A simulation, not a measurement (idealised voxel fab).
process module | voxel double patterning
cross-section cut | 255 nm wide | cells 5 nm
A cross-section is a grid of square cells, given in bands from the top down. A band is one or more rows of cells.
Each band's line starts with the height of the band's top and of its bottom, in nm. Then come its materials from left to right, each with its width in nm. One material with "throughout" fills the band from edge to edge. "air" is empty space.
Height 0 is the level under which the wafer as received is all one material. The lowest band goes on downwards, as in "0 down".
A width such as "30 to 40" changes by the same amount from each row of cells to the next, from the band's top row to its bottom row.
"no change" after a step means that no cell of the cross-section changed.
closed voids: empty space of 8 cells or more with no open way to the top, each as width x height at its distance from the left edge, in nm
after a step's settings: what the simulator itself notes on the step
overlay nm, on a step with a mask: how far to the right of its planned place the mask lay; to the left if negative
plan
1 op RECEIVE | material Si
2 op CONFORMAL_DEP | material SiN | thk nm 10
3 op DIRECTIONAL_DEP | material SiO2 | thk nm 15
4 op DIRECTIONAL_DEP | material SiCN | thk nm 5
5 op DIRECTIONAL_DEP | material aC | thk nm 10
6 op PATTERN | tone open | mask id FIRST | material resist | width nm 15 | pitch nm 50 | thk nm 25 | overlay nm 0
7 op DIRECTIONAL_ETCH | etch materials aC | depth nm 10
8 op STRIP | etch materials resist
9 op DIRECTIONAL_ETCH | etch materials SiCN | depth nm 5
10 op STRIP | etch materials aC
11 op MASKED_ETCH | tone open | mask id SECOND | width nm 15 | etch materials SiCN | depth nm 5 | overlay nm 0
12 op DIRECTIONAL_ETCH | etch materials SiO2 | depth nm 15
13 op STRIP | etch materials SiCN
varied across the wafers: width nm of step 11. The plan shows the first wafer's value. All wafers start alike
first wafer as received, after step 1
  0 down: Si throughout
  closed voids: none
first wafer at the end, after step 13
  25 to 10: SiO2 95 | air 15 | SiO2 10 | air 15 | SiO2 10 | air 15 | SiO2 95
  10 to 0: SiN throughout
  0 down: Si throughout
  closed voids: none
last wafer at the end
  25 to 10: SiO2 95 | air 15 | SiO2 5 | air 45 | SiO2 95
  10 to 0: SiN throughout
  0 down: Si throughout
  closed voids: none
each wafer at the end: cells of each material gained (+) or lost (-) since it was received, then its closed voids
width nm 15 | +102 SiN | +126 SiO2 | closed voids: none
width nm 20 | +102 SiN | +123 SiO2 | closed voids: none
width nm 25 | +102 SiN | +120 SiO2 | closed voids: none
width nm 30 | +102 SiN | +117 SiO2 | closed voids: none
